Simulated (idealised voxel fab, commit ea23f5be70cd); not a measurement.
Name of the process module below: voxel self aligned vias
Cross-sectional view cut (width: 160 nm; square cell size: 5 nm).
Just so we're on the same page, the cross-sections are grids of square cells, and they're listed out in bands top to bottom, each band one or more rows deep. Heads up on the band format: heights come first, top then bottom, in nm. After that it's the materials left to right, each with its width in nm. A single material flagged "full width" fills the whole band edge to edge, and "empty" means there's empty space there. Basically, 0 is our baseline, since under it the wafer straight out of the box is all one material. The bottom band has no lower end and keeps on going down, so it looks like "from 0 down". A two-number width, for instance "30 to 40", indicates that the width is equal to the first number in the top row of the band and to the second number in the bottom row, and that it changes by a constant amount per row of cells. Given "no modifications" for a step, no cell of the cross-section differs between before and after that step. Enclosed voids (no open way to top), threshold 8 cells or more, entry "Listed closed voids", notation width x height at distance, distance from left edge, nm. Text after the settings on a step's line: the simulator's own remark on that step. A step line may carry the setting "overlay nm", which, for steps involving a mask, states the distance by which the mask lay to the right of its intended position; negative values denote displacement to the left.

[Below is the list of planned process steps]
1: RECEIVE, material Si
2: CONFORMAL_DEP, material SiO2, thk nm 10
3: CONFORMAL_DEP, material SiCN, thk nm 5
4: DIRECTIONAL_DEP, material lowk, thk nm 25
5: DIRECTIONAL_DEP, material aC, thk nm 15
6: PATTERN, tone open, mask id LINES, material resist, width nm 25, pitch nm 55, thk nm 30, overlay nm 0
7: DIRECTIONAL_ETCH, etch materials aC, depth nm 15
8: STRIP, etch materials resist
9: DIRECTIONAL_ETCH, etch materials lowk, depth nm 25
10: STRIP, etch materials aC
11: CONFORMAL_DEP, material TiN, thk nm 5
12: FILL_DEP, material Ru, thk nm 5
13: CMP, height nm 40
14: SELECTIVE_ETCH, etch materials W Ru TiN, depth nm 5
15: FILL_DEP, material SiN, thk nm 10
16: CMP, height nm 40
17: DIRECTIONAL_DEP, material lowk, thk nm 15
18: PATTERN, tone open, mask id VIAS, material resist, width nm 35, pitch nm 55, thk nm 15, overlay nm 0
19: DIRECTIONAL_ETCH, etch materials lowk, depth nm 15
20: DIRECTIONAL_ETCH, etch materials SiN, depth nm 5
21: STRIP, etch materials resist
22: CONFORMAL_DEP, material TiN, thk nm 5
23: FILL_DEP, material W, thk nm 10
24: CMP, height nm 55
25: CONFORMAL_DEP, material SiN, thk nm 5

[So this is the incoming wafer in cross-section - it's already been through step 1]
  from 0 down  Si full width
  Listed closed voids: none

[Figure: cross-sectional view of the wafer upon completion of the module, processed from the initial state and according to the plan depicted above, with one error introduced during execution]
  from 60 to 55  SiN full width
  from 55 to 45  lowk: 35 | TiN: 5 | W: 25 | TiN: 5 | lowk: 20 | TiN: 5 | W: 25 | TiN: 5 | lowk: 35
  from 45 to 35  lowk: 35 to 40 | TiN: 35 to 25 | lowk: 20 to 30 | TiN: 35 to 25 | lowk: 35 to 40
  from 35 to 20  lowk: 40 | TiN: 5 | Ru: 15 | TiN: 5 | lowk: 30 | TiN: 5 | Ru: 15 | TiN: 5 | lowk: 40
  from 20 to 15  lowk: 40 | TiN: 25 | lowk: 30 | TiN: 25 | lowk: 40
  from 15 to 10  SiCN full width
  from 10 to 0  SiO2 full width
  from 0 down  Si full width
  Listed closed voids: none
Run error: planned and actual differ for step 15; actual: FILL_DEP, material TiN, thk nm 10
